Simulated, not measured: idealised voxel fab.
Name of the process module below: voxel trench capacitor
It is cross-section cut that appears here, measuring 160 nm in width, its square cells being 5 nm in size.
Cross-section layout: square cells on a grid; listed as bands, top to bottom; a band spans one or more cell rows.
Band: top height; bottom height; in nm. Then, left to right: material with width in nm, for each material. "full width": a single material spanning edge to edge. "empty": empty space.
Beneath 0, the wafer as received is one material, and that level is where height counting begins. The lowest band goes on downward without a bottom; it is written like "0..down".
Think of "30 to 40" as a width that walks from the first number to the second as you go down the band, top row to bottom row, taking equal-sized steps from row to row.
No cell of the cross-section changed in a step that is given as "remained the same".
Look at "Entrapped void list" for the closed voids: empty spaces with no open path to the top, sized 8 cells or up. Each is width x height at distance, distance from the left edge, all nm.
What comes after the settings on a step's line is commentary from the simulator itself on that step.
On any step carrying a mask, the "overlay nm" setting, if present on the step's line, tells how far right of its planned place the mask lay; negative values point to the left.
-- The following list gives the planned process steps
1,RECEIVE with material Si
2,CONFORMAL_DEP with material SiN, thk nm 5
3,DIRECTIONAL_DEP with material aC, thk nm 15
4,PATTERN with tone open, mask id TRENCH, material resist, width nm 15, pitch nm 35, thk nm 30, overlay nm 0
5,DIRECTIONAL_ETCH with etch materials aC, depth nm 15
6,STRIP with etch materials resist
7,DIRECTIONAL_ETCH with etch materials SiN, depth nm 5
8,DIRECTIONAL_ETCH with etch materials Si, depth nm 25
9,STRIP with etch materials aC
10,CONFORMAL_DEP with material Al2O3, thk nm 5
11,FILL_DEP with material polySi, thk nm 5
12,CMP with height nm 5
-- Run as planned: first of two wafers
-- Step 1 complete: cross-section of the wafer as received
0..down: Si full width
Entrapped void list: none
-- Cross-section of the wafer subsequent to step 2
5..0: SiN full width
Everything below 0 is unchanged.
-- Cross-section of the wafer subsequent to step 3
20..5: aC full width
Everything below 5 is unchanged.
-- Cross-section of the wafer subsequent to step 4
50..20: 55 of resist, then 15 of empty, then 20 of resist, then 15 of empty, then 55 of resist
Everything below 20 is unchanged.
-- Cross-section of the wafer subsequent to step 5
35..20: 55 of resist, then 15 of empty, then 20 of resist, then 15 of empty, then 55 of resist
20..5: 55 of aC, then 15 of empty, then 20 of aC, then 15 of empty, then 55 of aC
Everything below 5 is unchanged.
-- Cross-section of the wafer subsequent to step 6
20..5: 55 of aC, then 15 of empty, then 20 of aC, then 15 of empty, then 55 of aC
Everything below 5 is unchanged.
-- Cross-section of the wafer subsequent to step 7
20..5: 55 of aC, then 15 of empty, then 20 of aC, then 15 of empty, then 55 of aC
5..0: 55 of SiN, then 15 of empty, then 20 of SiN, then 15 of empty, then 55 of SiN
Everything below 0 is unchanged.
-- Cross-section of the wafer subsequent to step 8
20..5: 55 of aC, then 15 of empty, then 20 of aC, then 15 of empty, then 55 of aC
5..0: 55 of SiN, then 15 of empty, then 20 of SiN, then 15 of empty, then 55 of SiN
0..-25: 55 of Si, then 15 of empty, then 20 of Si, then 15 of empty, then 55 of Si
Everything below -25 is unchanged.
-- Cross-section of the wafer subsequent to step 9
5..0: 55 of SiN, then 15 of empty, then 20 of SiN, then 15 of empty, then 55 of SiN
Everything below 0 is unchanged.
-- Cross-section of the wafer subsequent to step 10
10..5: 60 of Al2O3, then 5 of empty, then 30 of Al2O3, then 5 of empty, then 60 of Al2O3
5..0: 55 of SiN, then 5 of Al2O3, then 5 of empty, then 5 of Al2O3, then 20 of SiN, then 5 of Al2O3, then 5 of empty, then 5 of Al2O3, then 55 of SiN
0..-20: 55 of Si, then 5 of Al2O3, then 5 of empty, then 5 of Al2O3, then 20 of Si, then 5 of Al2O3, then 5 of empty, then 5 of Al2O3, then 55 of Si
-20..-25: 55 of Si, then 15 of Al2O3, then 20 of Si, then 15 of Al2O3, then 55 of Si
Everything below -25 is unchanged.
-- Cross-section of the wafer subsequent to step 11
15..10: polySi full width
10..5: 60 of Al2O3, then 5 of polySi, then 30 of Al2O3, then 5 of polySi, then 60 of Al2O3
5..0: 55 of SiN, then 5 of Al2O3, then 5 of polySi, then 5 of Al2O3, then 20 of SiN, then 5 of Al2O3, then 5 of polySi, then 5 of Al2O3, then 55 of SiN
0..-20: 55 of Si, then 5 of Al2O3, then 5 of polySi, then 5 of Al2O3, then 20 of Si, then 5 of Al2O3, then 5 of polySi, then 5 of Al2O3, then 55 of Si
Everything below -20 is unchanged.
-- Cross-section of the wafer subsequent to step 12
5..0: 55 of SiN, then 5 of Al2O3, then 5 of polySi, then 5 of Al2O3, then 20 of SiN, then 5 of Al2O3, then 5 of polySi, then 5 of Al2O3, then 55 of SiN
Everything below 0 is unchanged.
-- Wafer two: like wafer one in start and plan, but with one mistake in execution; identical up to and including step 7
-- Cross-section of the second wafer when, according to plan, step 8 should have finished
20..5: 55 of aC, then 15 of empty, then 20 of aC, then 15 of empty, then 55 of aC
5..0: 55 of SiN, then 15 of empty, then 20 of SiN, then 15 of empty, then 55 of SiN
0..-30: 55 of Si, then 15 of empty, then 20 of Si, then 15 of empty, then 55 of Si
Everything below -30 is unchanged.
-- Cross-section of the second wafer when, according to plan, step 9 should have finished
5..0: 55 of SiN, then 15 of empty, then 20 of SiN, then 15 of empty, then 55 of SiN
Everything below 0 is unchanged.
-- Cross-section of the second wafer when, according to plan, step 10 should have finished
10..5: 60 of Al2O3, then 5 of empty, then 30 of Al2O3, then 5 of empty, then 60 of Al2O3
5..0: 55 of SiN, then 5 of Al2O3, then 5 of empty, then 5 of Al2O3, then 20 of SiN, then 5 of Al2O3, then 5 of empty, then 5 of Al2O3, then 55 of SiN
0..-25: 55 of Si, then 5 of Al2O3, then 5 of empty, then 5 of Al2O3, then 20 of Si, then 5 of Al2O3, then 5 of empty, then 5 of Al2O3, then 55 of Si
-25..-30: 55 of Si, then 15 of Al2O3, then 20 of Si, then 15 of Al2O3, then 55 of Si
Everything below -30 is unchanged.
-- Cross-section of the second wafer when, according to plan, step 11 should have finished
15..10: polySi full width
10..5: 60 of Al2O3, then 5 of polySi, then 30 of Al2O3, then 5 of polySi, then 60 of Al2O3
5..0: 55 of SiN, then 5 of Al2O3, then 5 of polySi, then 5 of Al2O3, then 20 of SiN, then 5 of Al2O3, then 5 of polySi, then 5 of Al2O3, then 55 of SiN
0..-25: 55 of Si, then 5 of Al2O3, then 5 of polySi, then 5 of Al2O3, then 20 of Si, then 5 of Al2O3, then 5 of polySi, then 5 of Al2O3, then 55 of Si
Everything below -25 is unchanged.
-- Cross-section of the second wafer when, according to plan, step 12 should have finished
5..0: 55 of SiN, then 5 of Al2O3, then 5 of polySi, then 5 of Al2O3, then 20 of SiN, then 5 of Al2O3, then 5 of polySi, then 5 of Al2O3, then 55 of SiN
Everything below 0 is unchanged.
Deviation noted in wafer processing: step 8 did not happen as planned, as run it was DIRECTIONAL_ETCH with etch materials Si, depth nm 30
End of process, cell counts, second wafer against first, materials with more or fewer: 4 more of Al2O3 | 6 fewer of Si | 2 more of polySi
